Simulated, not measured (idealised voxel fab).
Process module, titled voxel air gaps
Shown is cross-section cut, with a width of 255 nm and square cells of size 5 nm.
This document writes a cross-section as a grid whose cells are square, and gives it as bands, listed from the top down; one or more rows of cells form a band.
Heights first: top, then bottom, in nm. Then materials, left to right, each with a width in nm. "full width" on a single material: fills the band edge to edge. "air": empty space.
Heights from 0 (as-received wafer is one material below). Bottom band endless downward, as "0..down".
A width such as "30 to 40" changes by the same amount from each row of cells to the next, from the band's top row to its bottom row.
Where a step carries "nothing changed", the cross-section came out of it unchanged, cell for cell.
Reported under the label "Voids lacking openings" are the empty spaces having no open way to the top and comprising 8 cells or more; the notation for each is width x height at distance, in which the distance is measured from the left edge and all three values are in nm.
Text after the settings on a step's line: the simulator's own remark on that step.
overlay nm: where the mask lay relative to plan, measured to the right, on steps with a mask; negatives go left.
These are the steps we planned for the process
1. op RECEIVE | material Si
2. op CONFORMAL_DEP | material SiO2 | thk nm 10
3. op CONFORMAL_DEP | material SiN | thk nm 5
4. op DIRECTIONAL_DEP | material lowk | thk nm 40
5. op PATTERN | tone open | mask id LINES | material resist | width nm 15 | pitch nm 40 | thk nm 15 | overlay nm -15
6. op DIRECTIONAL_ETCH | etch materials lowk | depth nm 40
7. op STRIP | etch materials resist
8. op CONFORMAL_DEP | material TiN | thk nm 5
9. op FILL_DEP | material Cu | thk nm 5
10. op CMP | height nm 55
11. op EPI | material Ru | thk nm 10
12. op SELECTIVE_ETCH | etch materials lowk | depth nm 50
13. op CONFORMAL_DEP | material SiN | thk nm 5
What sets these wafers apart? The overlay nm at step 5. They all start alike, and the plan carries the first wafer's value.
As-received state after step 1, first of several wafers, cross-section
* 0..down | Si full width
* Voids lacking openings: none
The following table contains a row per wafer, in which are reported, at the conclusion of the module, the cells of each material gained (+) or lost (-) since the wafer's receipt, with its closed voids given thereafter
overlay nm -15, +28 Cu, +56 Ru, +202 SiN, +102 SiO2, +68 TiN, Voids lacking openings: 15 x 30 at 65; 15 x 30 at 105; 15 x 30 at 145
overlay nm -10, +28 Cu, +56 Ru, +202 SiN, +102 SiO2, +68 TiN, Voids lacking openings: 15 x 30 at 70; 15 x 30 at 110; 15 x 30 at 150
overlay nm -5, +28 Cu, +56 Ru, +202 SiN, +102 SiO2, +68 TiN, Voids lacking openings: 15 x 30 at 75; 15 x 30 at 115; 15 x 30 at 155
overlay nm 0, +28 Cu, +56 Ru, +202 SiN, +102 SiO2, +68 TiN, Voids lacking openings: 15 x 30 at 80; 15 x 30 at 120; 15 x 30 at 160
overlay nm 5, +28 Cu, +56 Ru, +202 SiN, +102 SiO2, +68 TiN, Voids lacking openings: 15 x 30 at 85; 15 x 30 at 125; 15 x 30 at 165
overlay nm 10, +28 Cu, +56 Ru, +202 SiN, +102 SiO2, +68 TiN, Voids lacking openings: 15 x 30 at 90; 15 x 30 at 130; 15 x 30 at 170
overlay nm 15, +28 Cu, +56 Ru, +202 SiN, +102 SiO2, +68 TiN, Voids lacking openings: 15 x 30 at 95; 15 x 30 at 135; 15 x 30 at 175
